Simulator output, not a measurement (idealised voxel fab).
The process module that follows is named voxel self aligned vias.
For reference, the cross-section in this document is cut, with width 295 nm and square cells of 5 nm.
Heads up, the way a cross-section reads in here is a grid of square cells, handed over as bands from the top down, with every band being one or more rows of cells. What a band's entry tells you: where the top is and where the bottom is, as heights in nm, and after that what lies inside, material by material from left to right, each with its width in nm. Empty space is written as the word "blank", and a single material marked with the word "all across" occupies the band from edge to edge. The reference from which all heights are counted is 0, the level beneath which the as-received wafer is entirely one material; the lowest band, having no lower bound, proceeds downward and is written after the example "0 nm and below". The expression "30..40" gives the width at the extremes of the band, the first number at its top row of cells and the second at its bottom row, with the width changing by equal amounts from each row to the next in between. It should be understood that the words "no change occurred", when stated for a given step, signify that the cross-section underwent no change in any of its cells during that step. Empty spaces counting at least 8 cells and having no open way to the top are listed in "Sealed internal cavities". The notation width x height at distance is used for each, the distance being from the left edge and all three values in nm. Past the settings on a step's line: simulator remark, on that step. Steps that use a mask can have "overlay nm" on their line. It says how far the mask sat to the right of where it was meant to be. Negative means to the left.

STEPS IN THE PROCESS PLAN
step 1: RECEIVE with material Si
step 2: CONFORMAL_DEP with material SiO2, thk nm 10
step 3: CONFORMAL_DEP with material SiCN, thk nm 5
step 4: DIRECTIONAL_DEP with material SiO2, thk nm 25
step 5: MASKED_ETCH with tone open, mask id LINES, width nm 15, pitch nm 55, etch materials SiO2, depth nm 25, overlay nm 0
step 6: CONFORMAL_DEP with material TiN, thk nm 5
step 7: FILL_DEP with material W, thk nm 10
step 8: CMP with height nm 40
step 9: SELECTIVE_ETCH with etch materials W Ru TiN, depth nm 10
step 10: FILL_DEP with material SiN, thk nm 10
step 11: CMP with height nm 40
step 12: DIRECTIONAL_DEP with material SiO2, thk nm 20
step 13: MASKED_ETCH with tone open, mask id VIAS, width nm 40, pitch nm 55, etch materials SiO2, depth nm 20, overlay nm 0
step 14: MASKED_ETCH with tone open, mask id VIAS, width nm 40, pitch nm 55, etch materials SiN, depth nm 10, overlay nm 0
step 15: CONFORMAL_DEP with material TiN, thk nm 5
step 16: FILL_DEP with material Cu, thk nm 10
step 17: CMP with height nm 60
step 18: CONFORMAL_DEP with material SiCN, thk nm 5
Split variable: width nm, step 5. Plan value = first wafer. Wafers start alike.

AS RECEIVED, I.E. AFTER STEP 1: CROSS-SECTION THROUGH THE FIRST OF SEVERAL WAFERS
> 0 nm and below | Si all across
> Sealed internal cavities: none

TABULATED BELOW, WAFER BY WAFER, ARE THE END-OF-MODULE RESULTS: FOR EACH MATERIAL, THE NUMBER OF CELLS GAINED (+) OR LOST (-) RELATIVE TO THE AS-RECEIVED STATE, FOLLOWED BY THE CLOSED VOIDS
width nm 15, +60 Cu, +118 SiCN, +508 SiO2, +75 TiN, +6 W, Sealed internal cavities: none
width nm 20, +66 Cu, +118 SiCN, +493 SiO2, +78 TiN, +12 W, Sealed internal cavities: none
width nm 25, +72 Cu, +118 SiCN, +478 SiO2, +81 TiN, +18 W, Sealed internal cavities: none
width nm 30, +78 Cu, +118 SiCN, +463 SiO2, +84 TiN, +24 W, Sealed internal cavities: none
width nm 35, +84 Cu, +118 SiCN, +448 SiO2, +87 TiN, +30 W, Sealed internal cavities: none
